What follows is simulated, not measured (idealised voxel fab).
voxel capacitor over wiring: a process module
The cross-section shown here is cut; it is 285 nm wide and divided into square cells measuring 5 nm on a side.
Cross-section layout: square cells on a grid; listed as bands, top to bottom; a band spans one or more cell rows.
In this notation a band is specified by the heights of its top and bottom, in that order and in nm, after which its materials appear from left to right, each paired with its width in nm. The word "everywhere" attached to a single material means that material fills the band from edge to edge; the word "blank" stands for empty space.
Heights from 0 (as-received wafer is one material below). Bottom band endless downward, as "z 0 and below".
Read "30->40" as a graded width: first number on top, second number at the bottom, same change between each pair of neighbouring rows.
The cross-section has no changed cell in any step marked "nothing different".
"Closed internal cavities" - sealed voids, min. 8 cells, no opening to top; format: width x height at distance (distance from left edge; nm throughout).
Step line, after settings: the simulator's comment on this step.
A step's line can hold "overlay nm"; with a mask on that step, the setting says how far right of the planned place the mask lay, while a negative setting says it lay to the left.

LIST OF PLANNED PROCESS STEPS
1) RECEIVE,material Si
2) CONFORMAL_DEP,material SiO2,thk nm 15
3) DIRECTIONAL_DEP,material TiN,thk nm 5
4) DIRECTIONAL_DEP,material Ru,thk nm 20
5) PATTERN,tone cover,mask id METAL_1,material resist,width nm 30,pitch nm 100,thk nm 20,overlay nm 0
6) DIRECTIONAL_ETCH,etch materials Ru,depth nm 20
7) DIRECTIONAL_ETCH,etch materials TiN,depth nm 5
8) STRIP,etch materials resist
9) FILL_DEP,material SiO2,thk nm 10
10) CMP,height nm 40
11) CONFORMAL_DEP,material SiCN,thk nm 5
12) DIRECTIONAL_DEP,material lowk,thk nm 15
13) DIRECTIONAL_DEP,material aC,thk nm 15
14) PATTERN,tone open,mask id PLUG_1,material resist,width nm 15,thk nm 30,overlay nm 0
15) DIRECTIONAL_ETCH,etch materials aC,depth nm 15
16) STRIP,etch materials resist
17) DIRECTIONAL_ETCH,etch materials lowk,depth nm 15
18) DIRECTIONAL_ETCH,etch materials SiCN,depth nm 5
19) STRIP,etch materials aC
20) EPI,material Ru,thk nm 10
21) EPI,material Ru,thk nm 10
22) DIRECTIONAL_DEP,material TiN,thk nm 10
23) DIRECTIONAL_DEP,material Al2O3,thk nm 5
24) DIRECTIONAL_DEP,material TiN,thk nm 5
25) PATTERN,tone cover,mask id UPPER_PLATE,material resist,width nm 75,thk nm 15,overlay nm 0
26) DIRECTIONAL_ETCH,etch materials TiN,depth nm 5
27) DIRECTIONAL_ETCH,etch materials Al2O3,depth nm 5
28) STRIP,etch materials resist
29) MASKED_ETCH,tone cover,mask id LOWER_PLATE,width nm 85,etch materials TiN,depth nm 10,overlay nm 0
30) FILL_DEP,material SiO2,thk nm 20
31) CMP,height nm 95
32) MASKED_ETCH,tone open,mask id PLUG_2,width nm 15,etch materials SiO2,depth nm 15,overlay nm 0
33) CONFORMAL_DEP,material TiN,thk nm 5
34) FILL_DEP,material Ru,thk nm 10
35) CMP,height nm 95
36) CONFORMAL_DEP,material SiN,thk nm 5

FIRST WAFER, TWO IN TOTAL, RUN AS PLANNED

AS-RECEIVED STATE OF THE WAFER IN CROSS-SECTION, EQUIVALENT TO POST-STEP 1
> z 0 and below = Si everywhere
> Closed internal cavities: none

ONCE STEP 2 IS THROUGH, THE WAFER LOOKS LIKE THIS IN CROSS-SECTION
> z 15 to 0 = SiO2 everywhere
> For the remainder of the cross-section, below 0, there is no change.

ONCE STEP 3 IS THROUGH, THE WAFER LOOKS LIKE THIS IN CROSS-SECTION
> z 20 to 15 = TiN everywhere
> For the remainder of the cross-section, below 15, there is no change.

ONCE STEP 4 IS THROUGH, THE WAFER LOOKS LIKE THIS IN CROSS-SECTION
> z 40 to 20 = Ru everywhere
> For the remainder of the cross-section, below 20, there is no change.

ONCE STEP 5 IS THROUGH, THE WAFER LOOKS LIKE THIS IN CROSS-SECTION
> z 60 to 40 = blank: 75; resist: 30; blank: 70; resist: 30; blank: 80
> For the remainder of the cross-section, below 40, there is no change.

ONCE STEP 6 IS THROUGH, THE WAFER LOOKS LIKE THIS IN CROSS-SECTION
> z 60 to 40 = blank: 75; resist: 30; blank: 70; resist: 30; blank: 80
> z 40 to 20 = blank: 75; Ru: 30; blank: 70; Ru: 30; blank: 80
> For the remainder of the cross-section, below 20, there is no change.

ONCE STEP 7 IS THROUGH, THE WAFER LOOKS LIKE THIS IN CROSS-SECTION
> z 60 to 40 = blank: 75; resist: 30; blank: 70; resist: 30; blank: 80
> z 40 to 20 = blank: 75; Ru: 30; blank: 70; Ru: 30; blank: 80
> z 20 to 15 = blank: 75; TiN: 30; blank: 70; TiN: 30; blank: 80
> For the remainder of the cross-section, below 15, there is no change.

ONCE STEP 8 IS THROUGH, THE WAFER LOOKS LIKE THIS IN CROSS-SECTION
> z 40 to 20 = blank: 75; Ru: 30; blank: 70; Ru: 30; blank: 80
> For the remainder of the cross-section, below 20, there is no change.

ONCE STEP 9 IS THROUGH, THE WAFER LOOKS LIKE THIS IN CROSS-SECTION
> z 50 to 40 = SiO2 everywhere
> z 40 to 20 = SiO2: 75; Ru: 30; SiO2: 70; Ru: 30; SiO2: 80
> z 20 to 15 = SiO2: 75; TiN: 30; SiO2: 70; TiN: 30; SiO2: 80
> For the remainder of the cross-section, below 15, there is no change.

ONCE STEP 10 IS THROUGH, THE WAFER LOOKS LIKE THIS IN CROSS-SECTION
> z 40 to 20 = SiO2: 75; Ru: 30; SiO2: 70; Ru: 30; SiO2: 80
> For the remainder of the cross-section, below 20, there is no change.

ONCE STEP 11 IS THROUGH, THE WAFER LOOKS LIKE THIS IN CROSS-SECTION
> z 45 to 40 = SiCN everywhere
> For the remainder of the cross-section, below 40, there is no change.

ONCE STEP 12 IS THROUGH, THE WAFER LOOKS LIKE THIS IN CROSS-SECTION
> z 60 to 45 = lowk everywhere
> For the remainder of the cross-section, below 45, there is no change.

ONCE STEP 13 IS THROUGH, THE WAFER LOOKS LIKE THIS IN CROSS-SECTION
> z 75 to 60 = aC everywhere
> For the remainder of the cross-section, below 60, there is no change.

ONCE STEP 14 IS THROUGH, THE WAFER LOOKS LIKE THIS IN CROSS-SECTION
> z 105 to 75 = resist: 90; blank: 15; resist: 180
> For the remainder of the cross-section, below 75, there is no change.

ONCE STEP 15 IS THROUGH, THE WAFER LOOKS LIKE THIS IN CROSS-SECTION
> z 90 to 75 = resist: 90; blank: 15; resist: 180
> z 75 to 60 = aC: 90; blank: 15; aC: 180
> For the remainder of the cross-section, below 60, there is no change.

ONCE STEP 16 IS THROUGH, THE WAFER LOOKS LIKE THIS IN CROSS-SECTION
> z 75 to 60 = aC: 90; blank: 15; aC: 180
> For the remainder of the cross-section, below 60, there is no change.

ONCE STEP 17 IS THROUGH, THE WAFER LOOKS LIKE THIS IN CROSS-SECTION
> z 75 to 60 = aC: 90; blank: 15; aC: 180
> z 60 to 45 = lowk: 90; blank: 15; lowk: 180
> For the remainder of the cross-section, below 45, there is no change.

ONCE STEP 18 IS THROUGH, THE WAFER LOOKS LIKE THIS IN CROSS-SECTION
> z 75 to 60 = aC: 90; blank: 15; aC: 180
> z 60 to 45 = lowk: 90; blank: 15; lowk: 180
> z 45 to 40 = SiCN: 90; blank: 15; SiCN: 180
> For the remainder of the cross-section, below 40, there is no change.

ONCE STEP 19 IS THROUGH, THE WAFER LOOKS LIKE THIS IN CROSS-SECTION
> z 60 to 45 = lowk: 90; blank: 15; lowk: 180
> For the remainder of the cross-section, below 45, there is no change.

ONCE STEP 20 IS THROUGH, THE WAFER LOOKS LIKE THIS IN CROSS-SECTION
> z 60 to 50 = lowk: 90; blank: 15; lowk: 180
> z 50 to 45 = lowk: 90; Ru: 15; lowk: 180
> z 45 to 40 = SiCN: 90; Ru: 15; SiCN: 180
> For the remainder of the cross-section, below 40, there is no change.

ONCE STEP 21 IS THROUGH, THE WAFER LOOKS LIKE THIS IN CROSS-SECTION
> z 60 to 45 = lowk: 90; Ru: 15; lowk: 180
> For the remainder of the cross-section, below 45, there is no change.

ONCE STEP 22 IS THROUGH, THE WAFER LOOKS LIKE THIS IN CROSS-SECTION
> z 70 to 60 = TiN everywhere
> For the remainder of the cross-section, below 60, there is no change.

ONCE STEP 23 IS THROUGH, THE WAFER LOOKS LIKE THIS IN CROSS-SECTION
> z 75 to 70 = Al2O3 everywhere
> For the remainder of the cross-section, below 70, there is no change.

ONCE STEP 24 IS THROUGH, THE WAFER LOOKS LIKE THIS IN CROSS-SECTION
> z 80 to 75 = TiN everywhere
> For the remainder of the cross-section, below 75, there is no change.

ONCE STEP 25 IS THROUGH, THE WAFER LOOKS LIKE THIS IN CROSS-SECTION
> z 95 to 80 = blank: 90; resist: 75; blank: 120
> For the remainder of the cross-section, below 80, there is no change.

ONCE STEP 26 IS THROUGH, THE WAFER LOOKS LIKE THIS IN CROSS-SECTION
> z 95 to 80 = blank: 90; resist: 75; blank: 120
> z 80 to 75 = blank: 90; TiN: 75; blank: 120
> For the remainder of the cross-section, below 75, there is no change.

ONCE STEP 27 IS THROUGH, THE WAFER LOOKS LIKE THIS IN CROSS-SECTION
> z 95 to 80 = blank: 90; resist: 75; blank: 120
> z 80 to 75 = blank: 90; TiN: 75; blank: 120
> z 75 to 70 = blank: 90; Al2O3: 75; blank: 120
> For the remainder of the cross-section, below 70, there is no change.

ONCE STEP 28 IS THROUGH, THE WAFER LOOKS LIKE THIS IN CROSS-SECTION
> z 80 to 75 = blank: 90; TiN: 75; blank: 120
> For the remainder of the cross-section, below 75, there is no change.

ONCE STEP 29 IS THROUGH, THE WAFER LOOKS LIKE THIS IN CROSS-SECTION
> z 80 to 75 = blank: 90; TiN: 75; blank: 120
> z 75 to 70 = blank: 90; Al2O3: 75; blank: 120
> z 70 to 60 = blank: 85; TiN: 85; blank: 115
> For the remainder of the cross-section, below 60, there is no change.

ONCE STEP 30 IS THROUGH, THE WAFER LOOKS LIKE THIS IN CROSS-SECTION
> z 100 to 80 = SiO2 everywhere
> z 80 to 75 = SiO2: 90; TiN: 75; SiO2: 120
> z 75 to 70 = SiO2: 90; Al2O3: 75; SiO2: 120
> z 70 to 60 = SiO2: 85; TiN: 85; SiO2: 115
> For the remainder of the cross-section, below 60, there is no change.

ONCE STEP 31 IS THROUGH, THE WAFER LOOKS LIKE THIS IN CROSS-SECTION
> z 95 to 80 = SiO2 everywhere
> For the remainder of the cross-section, below 80, there is no change.

ONCE STEP 32 IS THROUGH, THE WAFER LOOKS LIKE THIS IN CROSS-SECTION
> z 95 to 80 = SiO2: 100; blank: 15; SiO2: 170
> For the remainder of the cross-section, below 80, there is no change.

ONCE STEP 33 IS THROUGH, THE WAFER LOOKS LIKE THIS IN CROSS-SECTION
> z 100 to 95 = TiN: 105; blank: 5; TiN: 175
> z 95 to 85 = SiO2: 100; TiN: 5; blank: 5; TiN: 5; SiO2: 170
> z 85 to 75 = SiO2: 100->90; TiN: 15->75; SiO2: 170->120
> For the remainder of the cross-section, below 75, there is no change.

ONCE STEP 34 IS THROUGH, THE WAFER LOOKS LIKE THIS IN CROSS-SECTION
> z 110 to 100 = Ru everywhere
> z 100 to 95 = TiN: 105; Ru: 5; TiN: 175
> z 95 to 85 = SiO2: 100; TiN: 5; Ru: 5; TiN: 5; SiO2: 170
> For the remainder of the cross-section, below 85, there is no change.

ONCE STEP 35 IS THROUGH, THE WAFER LOOKS LIKE THIS IN CROSS-SECTION
> z 95 to 85 = SiO2: 100; TiN: 5; Ru: 5; TiN: 5; SiO2: 170
> For the remainder of the cross-section, below 85, there is no change.

ONCE STEP 36 IS THROUGH, THE WAFER LOOKS LIKE THIS IN CROSS-SECTION
> z 100 to 95 = SiN everywhere
> For the remainder of the cross-section, below 95, there is no change.

OKAY, SECOND WAFER. NOTHING DIFFERENT AT THE START, NOTHING DIFFERENT IN THE PLAN, JUST ONE MISTAKE SOMEWHERE IN THE RUNNING. AS FAR AS STEP 3, COUNTING THAT STEP, IT'S THE FIRST WAFER ALL OVER AGAIN

SECOND WAFER, CUT VIEW, END OF STEP 4 PER PLAN
> z 40 to 20 = Al2O3 everywhere
> For the remainder of the cross-section, below 20, there is no change.

SECOND WAFER, CUT VIEW, END OF STEP 5 PER PLAN
> z 60 to 40 = blank: 75; resist: 30; blank: 70; resist: 30; blank: 80
> For the remainder of the cross-section, below 40, there is no change.

Second wafer, cut view, end of step 6 per plan: nothing different

Second wafer, cut view, end of step 7 per plan: nothing different

SECOND WAFER, CUT VIEW, END OF STEP 8 PER PLAN
> z 40 to 20 = Al2O3 everywhere
> For the remainder of the cross-section, below 20, there is no change.

SECOND WAFER, CUT VIEW, END OF STEP 9 PER PLAN
> z 50 to 40 = SiO2 everywhere
> For the remainder of the cross-section, below 40, there is no change.

SECOND WAFER, CUT VIEW, END OF STEP 10 PER PLAN
> z 40 to 20 = Al2O3 everywhere
> For the remainder of the cross-section, below 20, there is no change.

SECOND WAFER, CUT VIEW, END OF STEP 11 PER PLAN
> z 45 to 40 = SiCN everywhere
> For the remainder of the cross-section, below 40, there is no change.

SECOND WAFER, CUT VIEW, END OF STEP 12 PER PLAN
> z 60 to 45 = lowk everywhere
> For the remainder of the cross-section, below 45, there is no change.

SECOND WAFER, CUT VIEW, END OF STEP 13 PER PLAN
> z 75 to 60 = aC everywhere
> For the remainder of the cross-section, below 60, there is no change.

SECOND WAFER, CUT VIEW, END OF STEP 14 PER PLAN
> z 105 to 75 = resist: 90; blank: 15; resist: 180
> For the remainder of the cross-section, below 75, there is no change.

SECOND WAFER, CUT VIEW, END OF STEP 15 PER PLAN
> z 90 to 75 = resist: 90; blank: 15; resist: 180
> z 75 to 60 = aC: 90; blank: 15; aC: 180
> For the remainder of the cross-section, below 60, there is no change.

SECOND WAFER, CUT VIEW, END OF STEP 16 PER PLAN
> z 75 to 60 = aC: 90; blank: 15; aC: 180
> For the remainder of the cross-section, below 60, there is no change.

SECOND WAFER, CUT VIEW, END OF STEP 17 PER PLAN
> z 75 to 60 = aC: 90; blank: 15; aC: 180
> z 60 to 45 = lowk: 90; blank: 15; lowk: 180
> For the remainder of the cross-section, below 45, there is no change.

SECOND WAFER, CUT VIEW, END OF STEP 18 PER PLAN
> z 75 to 60 = aC: 90; blank: 15; aC: 180
> z 60 to 45 = lowk: 90; blank: 15; lowk: 180
> z 45 to 40 = SiCN: 90; blank: 15; SiCN: 180
> For the remainder of the cross-section, below 40, there is no change.

SECOND WAFER, CUT VIEW, END OF STEP 19 PER PLAN
> z 60 to 45 = lowk: 90; blank: 15; lowk: 180
> For the remainder of the cross-section, below 45, there is no change.

Second wafer, cut view, end of step 20 per plan: nothing different

Second wafer, cut view, end of step 21 per plan: nothing different

SECOND WAFER, CUT VIEW, END OF STEP 22 PER PLAN
> z 70 to 60 = TiN: 90; blank: 15; TiN: 180
> z 60 to 50 = lowk: 90; blank: 15; lowk: 180
> z 50 to 45 = lowk: 90; TiN: 15; lowk: 180
> z 45 to 40 = SiCN: 90; TiN: 15; SiCN: 180
> For the remainder of the cross-section, below 40, there is no change.

SECOND WAFER, CUT VIEW, END OF STEP 23 PER PLAN
> z 75 to 70 = Al2O3: 90; blank: 15; Al2O3: 180
> z 70 to 60 = TiN: 90; blank: 15; TiN: 180
> z 60 to 55 = lowk: 90; blank: 15; lowk: 180
> z 55 to 50 = lowk: 90; Al2O3: 15; lowk: 180
> For the remainder of the cross-section, below 50, there is no change.

SECOND WAFER, CUT VIEW, END OF STEP 24 PER PLAN
> z 80 to 75 = TiN: 90; blank: 15; TiN: 180
> z 75 to 70 = Al2O3: 90; blank: 15; Al2O3: 180
> z 70 to 60 = TiN: 90; blank: 15; TiN: 180
> z 60 to 55 = lowk: 90; TiN: 15; lowk: 180
> For the remainder of the cross-section, below 55, there is no change.

SECOND WAFER, CUT VIEW, END OF STEP 25 PER PLAN
> z 95 to 80 = blank: 90; resist: 75; blank: 120
> z 80 to 75 = TiN: 90; resist: 15; TiN: 180
> z 75 to 70 = Al2O3: 90; resist: 15; Al2O3: 180
> z 70 to 60 = TiN: 90; resist: 15; TiN: 180
> For the remainder of the cross-section, below 60, there is no change.

SECOND WAFER, CUT VIEW, END OF STEP 26 PER PLAN
> z 95 to 80 = blank: 90; resist: 75; blank: 120
> z 80 to 75 = blank: 90; resist: 15; TiN: 60; blank: 120
> For the remainder of the cross-section, below 75, there is no change.

SECOND WAFER, CUT VIEW, END OF STEP 27 PER PLAN
> z 95 to 80 = blank: 90; resist: 75; blank: 120
> z 80 to 75 = blank: 90; resist: 15; TiN: 60; blank: 120
> z 75 to 70 = blank: 90; resist: 15; Al2O3: 60; blank: 120
> For the remainder of the cross-section, below 70, there is no change.

SECOND WAFER, CUT VIEW, END OF STEP 28 PER PLAN
> z 80 to 75 = blank: 105; TiN: 60; blank: 120
> z 75 to 70 = blank: 105; Al2O3: 60; blank: 120
> z 70 to 60 = TiN: 90; blank: 15; TiN: 180
> For the remainder of the cross-section, below 60, there is no change.

SECOND WAFER, CUT VIEW, END OF STEP 29 PER PLAN
> z 80 to 75 = blank: 105; TiN: 60; blank: 120
> z 75 to 70 = blank: 105; Al2O3: 60; blank: 120
> z 70 to 60 = blank: 85; TiN: 5; blank: 15; TiN: 65; blank: 115
> For the remainder of the cross-section, below 60, there is no change.

SECOND WAFER, CUT VIEW, END OF STEP 30 PER PLAN
> z 100 to 80 = SiO2 everywhere
> z 80 to 75 = SiO2: 105; TiN: 60; SiO2: 120
> z 75 to 70 = SiO2: 105; Al2O3: 60; SiO2: 120
> z 70 to 60 = SiO2: 85; TiN: 5; SiO2: 15; TiN: 65; SiO2: 115
> For the remainder of the cross-section, below 60, there is no change.

SECOND WAFER, CUT VIEW, END OF STEP 31 PER PLAN
> z 95 to 80 = SiO2 everywhere
> For the remainder of the cross-section, below 80, there is no change.

SECOND WAFER, CUT VIEW, END OF STEP 32 PER PLAN
> z 95 to 80 = SiO2: 100; blank: 15; SiO2: 170
> For the remainder of the cross-section, below 80, there is no change.

SECOND WAFER, CUT VIEW, END OF STEP 33 PER PLAN
> z 100 to 95 = TiN: 105; blank: 5; TiN: 175
> z 95 to 85 = SiO2: 100; TiN: 5; blank: 5; TiN: 5; SiO2: 170
> z 85 to 75 = SiO2: 100->105; TiN: 15->60; SiO2: 170->120
> For the remainder of the cross-section, below 75, there is no change.

SECOND WAFER, CUT VIEW, END OF STEP 34 PER PLAN
> z 110 to 100 = Ru everywhere
> z 100 to 95 = TiN: 105; Ru: 5; TiN: 175
> z 95 to 85 = SiO2: 100; TiN: 5; Ru: 5; TiN: 5; SiO2: 170
> For the remainder of the cross-section, below 85, there is no change.

SECOND WAFER, CUT VIEW, END OF STEP 35 PER PLAN
> z 95 to 85 = SiO2: 100; TiN: 5; Ru: 5; TiN: 5; SiO2: 170
> For the remainder of the cross-section, below 85, there is no change.

SECOND WAFER, CUT VIEW, END OF STEP 36 PER PLAN
> z 100 to 95 = SiN everywhere
> For the remainder of the cross-section, below 95, there is no change.
What went wrong in running the wafer? step 4: run off-plan, actual operation and settings DIRECTIONAL_DEP,material Al2O3,thk nm 20
FYI, end of process, the second wafer has more or fewer cells of some materials than the first: Al2O3: 228 more; Ru: 60 fewer; SiO2: 213 fewer; TiN: 45 more
